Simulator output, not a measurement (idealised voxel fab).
Module name: voxel air gaps (process module)
Xsec cut, 220 nm wide, square cell size 5 nm.
Cross-section format: a grid of square cells, given as bands from top to bottom; each band is one or more rows of cells.
This entry defines a band. It first specifies the height of the band's top and the height of its bottom in nm, and then specifies the band's materials from left to right, stating each material with its width in nm. The word "all across" identifies a single material that fills the band from edge to edge, while the word "air" identifies empty space.
Zero point of the height axis is 0; under it, received wafer = one material. Lowest band: continues down indefinitely, "z 0 and below".
The notation "30->40" denotes a width that varies across the rows of cells in the band, beginning at the first number in the top row, finishing at the second number in the bottom row, and changing by an identical amount from each row to the next.
Reading "everything unchanged" for a step: not a cell of the cross-section changed in it.
The list in "Closed void roster" covers empty spaces of 8 cells or more that cannot reach the top through any open way, and it gives each as width x height at distance; the distance is from the left edge, and width, height and distance are in nm.
Step line, after settings: the simulator's comment on this step.
Each step line may optionally specify "overlay nm", which for a step with a mask gives the rightward distance between the mask's planned place and where it lay, a negative value indicating the leftward direction.
-- Below is the list of planned process steps
1,RECEIVE: material Si
2,CONFORMAL_DEP: material SiO2, thk nm 10
3,CONFORMAL_DEP: material SiCN, thk nm 5
4,DIRECTIONAL_DEP: material SiO2, thk nm 30
5,PATTERN: tone open, mask id LINES, material resist, width nm 25, pitch nm 50, thk nm 15, overlay nm 0
6,DIRECTIONAL_ETCH: etch materials SiO2, depth nm 30
7,STRIP: etch materials resist
8,CONFORMAL_DEP: material TiN, thk nm 5
9,FILL_DEP: material Ru, thk nm 5
10,CMP: height nm 45
11,EPI: material Ru, thk nm 10
12,SELECTIVE_ETCH: etch materials SiO2, depth nm 40
13,CONFORMAL_DEP: material SiCN, thk nm 5
-- This is the cross-section of the wafer as we received it, i.e. after step 1
> z 0 and below  Si all across
> Closed void roster: none
-- Wafer cross-section at module end: first of two, run to plan
> z 60 to 55  air 5 nm, SiCN 205 nm, air 10 nm
> z 55 to 45  air 5 nm, SiCN 5 nm, Ru 45 nm, SiCN 5 nm, Ru 45 nm, SiCN 5 nm, Ru 45 nm, SiCN 5 nm, Ru 45 nm, SiCN 5 nm, air 10 nm
> z 45 to 40  air 5 nm, SiCN 15 nm, TiN 5 nm, Ru 15 nm, TiN 5 nm, SiCN 25 nm, TiN 5 nm, Ru 15 nm, TiN 5 nm, SiCN 25 nm, TiN 5 nm, Ru 15 nm, TiN 5 nm, SiCN 25 nm, TiN 5 nm, Ru 15 nm, TiN 5 nm, SiCN 15 nm, air 10 nm
> z 40 to 20  air 15 nm, SiCN 5 nm, TiN 5 nm, Ru 15 nm, TiN 5 nm, SiCN 5 nm, air 15 nm, SiCN 5 nm, TiN 5 nm, Ru 15 nm, TiN 5 nm, SiCN 5 nm, air 15 nm, SiCN 5 nm, TiN 5 nm, Ru 15 nm, TiN 5 nm, SiCN 5 nm, air 15 nm, SiCN 5 nm, TiN 5 nm, Ru 15 nm, TiN 5 nm, SiCN 5 nm, air 20 nm
> z 20 to 15  SiCN 20 nm, TiN 25 nm, SiCN 25 nm, TiN 25 nm, SiCN 25 nm, TiN 25 nm, SiCN 25 nm, TiN 25 nm, SiCN 25 nm
> z 15 to 10  SiCN all across
> z 10 to 0  SiO2 all across
> z 0 and below  Si all across
> Closed void roster: 15 x 20 at 50; 15 x 20 at 100; 15 x 20 at 150
-- This is the second of the two wafers, cross-sectioned at the end of the module; it started exactly like the first and was given the same plan, but it was run with one mistake
> z 60 to 55  air 5 nm, SiCN 205 nm, air 10 nm
> z 55 to 45  air 5 nm, SiCN 5 nm, Ru 45 nm, SiCN 5 nm, Ru 45 nm, SiCN 5 nm, Ru 45 nm, SiCN 5 nm, Ru 45 nm, SiCN 5 nm, air 10 nm
> z 45 to 40  air 5 nm, SiCN 15 nm, TiN 5 nm, Ru 15 nm, TiN 5 nm, SiCN 25 nm, TiN 5 nm, Ru 15 nm, TiN 5 nm, SiCN 25 nm, TiN 5 nm, Ru 15 nm, TiN 5 nm, SiCN 25 nm, TiN 5 nm, Ru 15 nm, TiN 5 nm, SiCN 15 nm, air 10 nm
> z 40 to 20  air 15 nm, SiCN 5 nm, TiN 5 nm, Ru 15 nm, TiN 5 nm, SiCN 5 nm, air 15 nm, SiCN 5 nm, TiN 5 nm, Ru 15 nm, TiN 5 nm, SiCN 5 nm, air 15 nm, SiCN 5 nm, TiN 5 nm, Ru 15 nm, TiN 5 nm, SiCN 5 nm, air 15 nm, SiCN 5 nm, TiN 5 nm, Ru 15 nm, TiN 5 nm, SiCN 5 nm, air 20 nm
> z 20 to 15  air 15 nm, SiCN 5 nm, TiN 25 nm, SiCN 5 nm, air 15 nm, SiCN 5 nm, TiN 25 nm, SiCN 5 nm, air 15 nm, SiCN 5 nm, TiN 25 nm, SiCN 5 nm, air 15 nm, SiCN 5 nm, TiN 25 nm, SiCN 5 nm, air 20 nm
> z 15 to 10  air 15 nm, SiCN 15 nm, SiO2 5 nm, SiCN 15 nm, air 15 nm, SiCN 15 nm, SiO2 5 nm, SiCN 15 nm, air 15 nm, SiCN 15 nm, SiO2 5 nm, SiCN 15 nm, air 15 nm, SiCN 15 nm, SiO2 5 nm, SiCN 15 nm, air 20 nm
> z 10 to 5  SiCN 30 nm, SiO2 5 nm, SiCN 45 nm, SiO2 5 nm, SiCN 45 nm, SiO2 5 nm, SiCN 45 nm, SiO2 5 nm, SiCN 35 nm
> z 5 to 0  SiCN all across
> z 0 and below  Si all across
> Closed void roster: 15 x 30 at 50; 15 x 30 at 100; 15 x 30 at 150
It is concluded that the wafer was processed incorrectly with respect to the plan, in that steps 2 and 3 got flipped, so each one ran where the other should have
Final difference in cells, second wafer against first, listed per material as more or fewer: SiCN: 48 more | SiO2: 80 fewer
